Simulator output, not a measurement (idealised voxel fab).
process module | voxel capacitor over wiring
cross-section cut | 235 nm wide | cells 5 nm
A cross-section is a grid of square cells, given in bands from the top down. A band is one or more rows of cells.
Each band's line starts with the height of the band's top and of its bottom, in nm. Then come its materials from left to right, each with its width in nm. One material with "throughout" fills the band from edge to edge. "air" is empty space.
Height 0 is the level under which the wafer as received is all one material. The lowest band goes on downwards, as in "0 down".
A width such as "30 to 40" changes by the same amount from each row of cells to the next, from the band's top row to its bottom row.
"no change" after a step means that no cell of the cross-section changed.
closed voids: empty space of 8 cells or more with no open way to the top, each as width x height at its distance from the left edge, in nm
after a step's settings: what the simulator itself notes on the step
overlay nm, on a step with a mask: how far to the right of its planned place the mask lay; to the left if negative
plan
1 op RECEIVE | material Si
2 op CONFORMAL_DEP | material SiO2 | thk nm 15
3 op CONFORMAL_DEP | material SiCN | thk nm 5
4 op DIRECTIONAL_DEP | material SiO2 | thk nm 25
5 op MASKED_ETCH | tone open | mask id METAL_1 | width nm 30 | pitch nm 85 | etch materials SiO2 | depth nm 25 | overlay nm 0
6 op MASKED_ETCH | tone open | mask id METAL_1 | width nm 30 | pitch nm 85 | etch materials SiCN | depth nm 5 | overlay nm 0
7 op CONFORMAL_DEP | material TiN | thk nm 5
8 op FILL_DEP | material Cu | thk nm 5
9 op CMP | height nm 45
10 op CONFORMAL_DEP | material SiCN | thk nm 5
11 op DIRECTIONAL_DEP | material SiO2 | thk nm 20
12 op DIRECTIONAL_DEP | material aC | thk nm 15
13 op PATTERN | tone open | mask id PLUG_1 | material resist | width nm 15 | thk nm 30 | overlay nm 0
14 op DIRECTIONAL_ETCH | etch materials aC | depth nm 15
15 op STRIP | etch materials resist
16 op DIRECTIONAL_ETCH | etch materials SiO2 | depth nm 20
17 op DIRECTIONAL_ETCH | etch materials SiCN | depth nm 5
18 op STRIP | etch materials aC
19 op CONFORMAL_DEP | material TiN | thk nm 5
20 op FILL_DEP | material Cu | thk nm 10
21 op CMP | height nm 70
22 op DIRECTIONAL_DEP | material TiN | thk nm 10
23 op DIRECTIONAL_DEP | material HfO2 | thk nm 5
24 op DIRECTIONAL_DEP | material TiN | thk nm 10
25 op PATTERN | tone cover | mask id UPPER_PLATE | material resist | width nm 60 | thk nm 15 | overlay nm 0
26 op DIRECTIONAL_ETCH | etch materials TiN | depth nm 10
27 op DIRECTIONAL_ETCH | etch materials HfO2 | depth nm 5
28 op STRIP | etch materials resist
29 op MASKED_ETCH | tone cover | mask id LOWER_PLATE | width nm 70 | etch materials TiN | depth nm 10 | overlay nm 0
30 op FILL_DEP | material SiO2 | thk nm 15
31 op CMP | height nm 105
32 op DIRECTIONAL_DEP | material aC | thk nm 15
33 op PATTERN | tone open | mask id PLUG_2 | material resist | width nm 15 | thk nm 30 | overlay nm 0
34 op DIRECTIONAL_ETCH | etch materials aC | depth nm 15
35 op STRIP | etch materials resist
36 op DIRECTIONAL_ETCH | etch materials SiO2 | depth nm 10
37 op STRIP | etch materials aC
38 op CONFORMAL_DEP | material TiN | thk nm 5
39 op FILL_DEP | material Ru | thk nm 10
40 op CMP | height nm 105
41 op CONFORMAL_DEP | material SiN | thk nm 5
first wafer, as planned
as received, after step 1
  0 down: Si throughout
  closed voids: none
after step 2
  15 to 0: SiO2 throughout
  below 0: unchanged
after step 3
  20 to 15: SiCN throughout
  below 15: unchanged
after step 4
  45 to 20: SiO2 throughout
  below 20: unchanged
after step 5
  45 to 20: SiO2 60 | air 30 | SiO2 55 | air 30 | SiO2 60
  below 20: unchanged
after step 6
  45 to 20: SiO2 60 | air 30 | SiO2 55 | air 30 | SiO2 60
  20 to 15: SiCN 60 | air 30 | SiCN 55 | air 30 | SiCN 60
  below 15: unchanged
after step 7
  50 to 45: TiN 65 | air 20 | TiN 65 | air 20 | TiN 65
  45 to 20: SiO2 60 | TiN 5 | air 20 | TiN 5 | SiO2 55 | TiN 5 | air 20 | TiN 5 | SiO2 60
  20 to 15: SiCN 60 | TiN 30 | SiCN 55 | TiN 30 | SiCN 60
  below 15: unchanged
after step 8
  55 to 50: Cu throughout
  50 to 45: TiN 65 | Cu 20 | TiN 65 | Cu 20 | TiN 65
  45 to 20: SiO2 60 | TiN 5 | Cu 20 | TiN 5 | SiO2 55 | TiN 5 | Cu 20 | TiN 5 | SiO2 60
  below 20: unchanged
after step 9
  45 to 20: SiO2 60 | TiN 5 | Cu 20 | TiN 5 | SiO2 55 | TiN 5 | Cu 20 | TiN 5 | SiO2 60
  below 20: unchanged
after step 10
  50 to 45: SiCN throughout
  below 45: unchanged
after step 11
  70 to 50: SiO2 throughout
  below 50: unchanged
after step 12
  85 to 70: aC throughout
  below 70: unchanged
after step 13
  115 to 85: resist 75 | air 15 | resist 145
  below 85: unchanged
after step 14
  100 to 85: resist 75 | air 15 | resist 145
  85 to 70: aC 75 | air 15 | aC 145
  below 70: unchanged
after step 15
  85 to 70: aC 75 | air 15 | aC 145
  below 70: unchanged
after step 16
  85 to 70: aC 75 | air 15 | aC 145
  70 to 50: SiO2 75 | air 15 | SiO2 145
  below 50: unchanged
after step 17
  85 to 70: aC 75 | air 15 | aC 145
  70 to 50: SiO2 75 | air 15 | SiO2 145
  50 to 45: SiCN 75 | air 15 | SiCN 145
  below 45: unchanged
after step 18
  70 to 50: SiO2 75 | air 15 | SiO2 145
  below 50: unchanged
after step 19
  75 to 70: TiN 80 | air 5 | TiN 150
  70 to 50: SiO2 75 | TiN 5 | air 5 | TiN 5 | SiO2 145
  50 to 45: SiCN 75 | TiN 15 | SiCN 145
  below 45: unchanged
after step 20
  85 to 75: Cu throughout
  75 to 70: TiN 80 | Cu 5 | TiN 150
  70 to 50: SiO2 75 | TiN 5 | Cu 5 | TiN 5 | SiO2 145
  below 50: unchanged
after step 21
  70 to 50: SiO2 75 | TiN 5 | Cu 5 | TiN 5 | SiO2 145
  below 50: unchanged
after step 22
  80 to 70: TiN throughout
  below 70: unchanged
after step 23
  85 to 80: HfO2 throughout
  below 80: unchanged
after step 24
  95 to 85: TiN throughout
  below 85: unchanged
after step 25
  110 to 95: air 75 | resist 60 | air 100
  below 95: unchanged
after step 26
  110 to 95: air 75 | resist 60 | air 100
  95 to 85: air 75 | TiN 60 | air 100
  below 85: unchanged
after step 27
  110 to 95: air 75 | resist 60 | air 100
  95 to 85: air 75 | TiN 60 | air 100
  85 to 80: air 75 | HfO2 60 | air 100
  below 80: unchanged
after step 28
  95 to 85: air 75 | TiN 60 | air 100
  below 85: unchanged
after step 29
  95 to 85: air 75 | TiN 60 | air 100
  85 to 80: air 75 | HfO2 60 | air 100
  80 to 70: air 70 | TiN 70 | air 95
  below 70: unchanged
after step 30
  110 to 95: SiO2 throughout
  95 to 85: SiO2 75 | TiN 60 | SiO2 100
  85 to 80: SiO2 75 | HfO2 60 | SiO2 100
  80 to 70: SiO2 70 | TiN 70 | SiO2 95
  below 70: unchanged
after step 31
  105 to 95: SiO2 throughout
  below 95: unchanged
after step 32
  120 to 105: aC throughout
  below 105: unchanged
after step 33
  150 to 120: resist 85 | air 15 | resist 135
  below 120: unchanged
after step 34
  135 to 120: resist 85 | air 15 | resist 135
  120 to 105: aC 85 | air 15 | aC 135
  below 105: unchanged
after step 35
  120 to 105: aC 85 | air 15 | aC 135
  below 105: unchanged
after step 36
  120 to 105: aC 85 | air 15 | aC 135
  105 to 95: SiO2 85 | air 15 | SiO2 135
  below 95: unchanged
after step 37
  105 to 95: SiO2 85 | air 15 | SiO2 135
  below 95: unchanged
after step 38
  110 to 105: TiN 90 | air 5 | TiN 140
  105 to 100: SiO2 85 | TiN 5 | air 5 | TiN 5 | SiO2 135
  100 to 95: SiO2 85 | TiN 15 | SiO2 135
  below 95: unchanged
after step 39
  120 to 110: Ru throughout
  110 to 105: TiN 90 | Ru 5 | TiN 140
  105 to 100: SiO2 85 | TiN 5 | Ru 5 | TiN 5 | SiO2 135
  below 100: unchanged
after step 40
  105 to 100: SiO2 85 | TiN 5 | Ru 5 | TiN 5 | SiO2 135
  below 100: unchanged
after step 41
  110 to 105: SiN throughout
  below 105: unchanged
second wafer: like start, like plan, one mistake. Through step 25 it matches the first wafer
when step 26 should have ended
  110 to 95: air 75 | resist 60 | air 100
  95 to 90: air 75 | TiN 60 | air 100
  below 90: unchanged
when step 27 should have ended: no change
when step 28 should have ended
  95 to 90: air 75 | TiN 60 | air 100
  below 90: unchanged
when step 29 should have ended
  95 to 85: air 75 to 70 | TiN 60 to 70 | air 100 to 95
  below 85: unchanged
when step 30 should have ended
  110 to 95: SiO2 throughout
  95 to 85: SiO2 75 to 70 | TiN 60 to 70 | SiO2 100 to 95
  below 85: unchanged
when step 31 should have ended
  105 to 95: SiO2 throughout
  below 95: unchanged
when step 32 should have ended
  120 to 105: aC throughout
  below 105: unchanged
when step 33 should have ended
  150 to 120: resist 85 | air 15 | resist 135
  below 120: unchanged
when step 34 should have ended
  135 to 120: resist 85 | air 15 | resist 135
  120 to 105: aC 85 | air 15 | aC 135
  below 105: unchanged
when step 35 should have ended
  120 to 105: aC 85 | air 15 | aC 135
  below 105: unchanged
when step 36 should have ended
  120 to 105: aC 85 | air 15 | aC 135
  105 to 95: SiO2 85 | air 15 | SiO2 135
  below 95: unchanged
when step 37 should have ended
  105 to 95: SiO2 85 | air 15 | SiO2 135
  below 95: unchanged
when step 38 should have ended
  110 to 105: TiN 90 | air 5 | TiN 140
  105 to 100: SiO2 85 | TiN 5 | air 5 | TiN 5 | SiO2 135
  100 to 90: SiO2 85 to 75 | TiN 15 to 60 | SiO2 135 to 100
  below 90: unchanged
when step 39 should have ended
  120 to 110: Ru throughout
  110 to 105: TiN 90 | Ru 5 | TiN 140
  105 to 100: SiO2 85 | TiN 5 | Ru 5 | TiN 5 | SiO2 135
  below 100: unchanged
when step 40 should have ended
  105 to 100: SiO2 85 | TiN 5 | Ru 5 | TiN 5 | SiO2 135
  below 100: unchanged
when step 41 should have ended
  110 to 105: SiN throughout
  below 105: unchanged
what went wrong: step 26 ran as: op DIRECTIONAL_ETCH | etch materials TiN | depth nm 5
at the end the second wafer has, in cells: 35 more of HfO2 | 103 fewer of SiO2 | 68 more of TiN
